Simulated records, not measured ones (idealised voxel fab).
process module | voxel self aligned vias
cross-section cut | 155 nm wide | cells 5 nm
A cross-section is a grid of square cells, given in bands from the top down. A band is one or more rows of cells.
Each band's line starts with the height of the band's top and of its bottom, in nm. Then come its materials from left to right, each with its width in nm. One material with "throughout" fills the band from edge to edge. "air" is empty space.
Height 0 is the level under which the wafer as received is all one material. The lowest band goes on downwards, as in "0 down".
A width such as "30 to 40" changes by the same amount from each row of cells to the next, from the band's top row to its bottom row.
"no change" after a step means that no cell of the cross-section changed.
closed voids: empty space of 8 cells or more with no open way to the top, each as width x height at its distance from the left edge, in nm
after a step's settings: what the simulator itself notes on the step
overlay nm, on a step with a mask: how far to the right of its planned place the mask lay; to the left if negative
plan
1 op RECEIVE | material Si
2 op CONFORMAL_DEP | material SiO2 | thk nm 10
3 op CONFORMAL_DEP | material SiCN | thk nm 5
4 op DIRECTIONAL_DEP | material lowk | thk nm 25
5 op MASKED_ETCH | tone open | mask id LINES | width nm 20 | pitch nm 45 | etch materials lowk | depth nm 25 | overlay nm 0
6 op CONFORMAL_DEP | material TiN | thk nm 5
7 op FILL_DEP | material W | thk nm 5
8 op CMP | height nm 40
9 op SELECTIVE_ETCH | etch materials W Ru TiN | depth nm 5
10 op FILL_DEP | material SiN | thk nm 10
11 op CMP | height nm 40
12 op DIRECTIONAL_DEP | material lowk | thk nm 20
13 op PATTERN | tone open | mask id VIAS | material resist | width nm 30 | pitch nm 45 | thk nm 15 | overlay nm 0
14 op DIRECTIONAL_ETCH | etch materials lowk | depth nm 20
15 op DIRECTIONAL_ETCH | etch materials SiN | depth nm 5
16 op STRIP | etch materials resist
17 op CONFORMAL_DEP | material TiN | thk nm 5
18 op FILL_DEP | material W | thk nm 10
19 op CMP | height nm 60
20 op CONFORMAL_DEP | material SiN | thk nm 5
first wafer, as planned
as received, after step 1
  0 down: Si throughout
  closed voids: none
after step 2
  10 to 0: SiO2 throughout
  below 0: unchanged
after step 3
  15 to 10: SiCN throughout
  below 10: unchanged
after step 4
  40 to 15: lowk throughout
  below 15: unchanged
after step 5
  40 to 15: lowk 20 | air 20 | lowk 25 | air 20 | lowk 25 | air 20 | lowk 25
  below 15: unchanged
after step 6
  45 to 40: TiN 25 | air 10 | TiN 35 | air 10 | TiN 35 | air 10 | TiN 30
  40 to 20: lowk 20 | TiN 5 | air 10 | TiN 5 | lowk 25 | TiN 5 | air 10 | TiN 5 | lowk 25 | TiN 5 | air 10 | TiN 5 | lowk 25
  20 to 15: lowk 20 | TiN 20 | lowk 25 | TiN 20 | lowk 25 | TiN 20 | lowk 25
  below 15: unchanged
after step 7
  50 to 45: W throughout
  45 to 40: TiN 25 | W 10 | TiN 35 | W 10 | TiN 35 | W 10 | TiN 30
  40 to 20: lowk 20 | TiN 5 | W 10 | TiN 5 | lowk 25 | TiN 5 | W 10 | TiN 5 | lowk 25 | TiN 5 | W 10 | TiN 5 | lowk 25
  below 20: unchanged
after step 8
  40 to 20: lowk 20 | TiN 5 | W 10 | TiN 5 | lowk 25 | TiN 5 | W 10 | TiN 5 | lowk 25 | TiN 5 | W 10 | TiN 5 | lowk 25
  below 20: unchanged
after step 9
  40 to 35: lowk 20 | air 20 | lowk 25 | air 20 | lowk 25 | air 20 | lowk 25
  below 35: unchanged
after step 10
  50 to 40: SiN throughout
  40 to 35: lowk 20 | SiN 20 | lowk 25 | SiN 20 | lowk 25 | SiN 20 | lowk 25
  below 35: unchanged
after step 11
  40 to 35: lowk 20 | SiN 20 | lowk 25 | SiN 20 | lowk 25 | SiN 20 | lowk 25
  below 35: unchanged
after step 12
  60 to 40: lowk throughout
  below 40: unchanged
after step 13
  75 to 60: resist 15 | air 30 | resist 15 | air 30 | resist 15 | air 30 | resist 20
  below 60: unchanged
after step 14
  75 to 60: resist 15 | air 30 | resist 15 | air 30 | resist 15 | air 30 | resist 20
  60 to 40: lowk 15 | air 30 | lowk 15 | air 30 | lowk 15 | air 30 | lowk 20
  below 40: unchanged
after step 15
  75 to 60: resist 15 | air 30 | resist 15 | air 30 | resist 15 | air 30 | resist 20
  60 to 40: lowk 15 | air 30 | lowk 15 | air 30 | lowk 15 | air 30 | lowk 20
  40 to 35: lowk 20 | air 20 | lowk 25 | air 20 | lowk 25 | air 20 | lowk 25
  below 35: unchanged
after step 16
  60 to 40: lowk 15 | air 30 | lowk 15 | air 30 | lowk 15 | air 30 | lowk 20
  below 40: unchanged
after step 17
  65 to 60: TiN 20 | air 20 | TiN 25 | air 20 | TiN 25 | air 20 | TiN 25
  60 to 45: lowk 15 | TiN 5 | air 20 | TiN 5 | lowk 15 | TiN 5 | air 20 | TiN 5 | lowk 15 | TiN 5 | air 20 | TiN 5 | lowk 20
  45 to 40: lowk 15 | TiN 10 | air 10 | TiN 10 | lowk 15 | TiN 10 | air 10 | TiN 10 | lowk 15 | TiN 10 | air 10 | TiN 10 | lowk 20
  40 to 35: lowk 20 | TiN 20 | lowk 25 | TiN 20 | lowk 25 | TiN 20 | lowk 25
  below 35: unchanged
after step 18
  75 to 65: W throughout
  65 to 60: TiN 20 | W 20 | TiN 25 | W 20 | TiN 25 | W 20 | TiN 25
  60 to 45: lowk 15 | TiN 5 | W 20 | TiN 5 | lowk 15 | TiN 5 | W 20 | TiN 5 | lowk 15 | TiN 5 | W 20 | TiN 5 | lowk 20
  45 to 40: lowk 15 | TiN 10 | W 10 | TiN 10 | lowk 15 | TiN 10 | W 10 | TiN 10 | lowk 15 | TiN 10 | W 10 | TiN 10 | lowk 20
  below 40: unchanged
after step 19
  60 to 45: lowk 15 | TiN 5 | W 20 | TiN 5 | lowk 15 | TiN 5 | W 20 | TiN 5 | lowk 15 | TiN 5 | W 20 | TiN 5 | lowk 20
  below 45: unchanged
after step 20
  65 to 60: SiN throughout
  below 60: unchanged
second wafer: like start, like plan, one mistake. Through step 13 it matches the first wafer
when step 14 should have ended
  75 to 60: resist 15 | air 30 | resist 15 | air 30 | resist 15 | air 30 | resist 20
  60 to 40: lowk 15 | air 30 | lowk 15 | air 30 | lowk 15 | air 30 | lowk 20
  40 to 35: lowk 15 | air 5 | SiN 20 | air 5 | lowk 15 | air 5 | SiN 20 | air 5 | lowk 15 | air 5 | SiN 20 | air 5 | lowk 20
  35 to 20: lowk 15 | air 5 | TiN 5 | W 10 | TiN 5 | air 5 | lowk 15 | air 5 | TiN 5 | W 10 | TiN 5 | air 5 | lowk 15 | air 5 | TiN 5 | W 10 | TiN 5 | air 5 | lowk 20
  below 20: unchanged
when step 15 should have ended
  75 to 60: resist 15 | air 30 | resist 15 | air 30 | resist 15 | air 30 | resist 20
  60 to 35: lowk 15 | air 30 | lowk 15 | air 30 | lowk 15 | air 30 | lowk 20
  below 35: unchanged
when step 16 should have ended
  60 to 35: lowk 15 | air 30 | lowk 15 | air 30 | lowk 15 | air 30 | lowk 20
  below 35: unchanged
when step 17 should have ended
  65 to 60: TiN 20 | air 20 | TiN 25 | air 20 | TiN 25 | air 20 | TiN 25
  60 to 40: lowk 15 | TiN 5 | air 20 | TiN 5 | lowk 15 | TiN 5 | air 20 | TiN 5 | lowk 15 | TiN 5 | air 20 | TiN 5 | lowk 20
  40 to 35: lowk 15 | TiN 30 | lowk 15 | TiN 30 | lowk 15 | TiN 30 | lowk 20
  35 to 20: lowk 15 | TiN 10 | W 10 | TiN 10 | lowk 15 | TiN 10 | W 10 | TiN 10 | lowk 15 | TiN 10 | W 10 | TiN 10 | lowk 20
  below 20: unchanged
when step 18 should have ended
  75 to 65: W throughout
  65 to 60: TiN 20 | W 20 | TiN 25 | W 20 | TiN 25 | W 20 | TiN 25
  60 to 40: lowk 15 | TiN 5 | W 20 | TiN 5 | lowk 15 | TiN 5 | W 20 | TiN 5 | lowk 15 | TiN 5 | W 20 | TiN 5 | lowk 20
  below 40: unchanged
when step 19 should have ended
  60 to 40: lowk 15 | TiN 5 | W 20 | TiN 5 | lowk 15 | TiN 5 | W 20 | TiN 5 | lowk 15 | TiN 5 | W 20 | TiN 5 | lowk 20
  below 40: unchanged
when step 20 should have ended
  65 to 60: SiN throughout
  below 60: unchanged
what went wrong: step 14 was run twice
at the end the second wafer has, in cells: 18 more of TiN | 6 more of W | 24 fewer of lowk
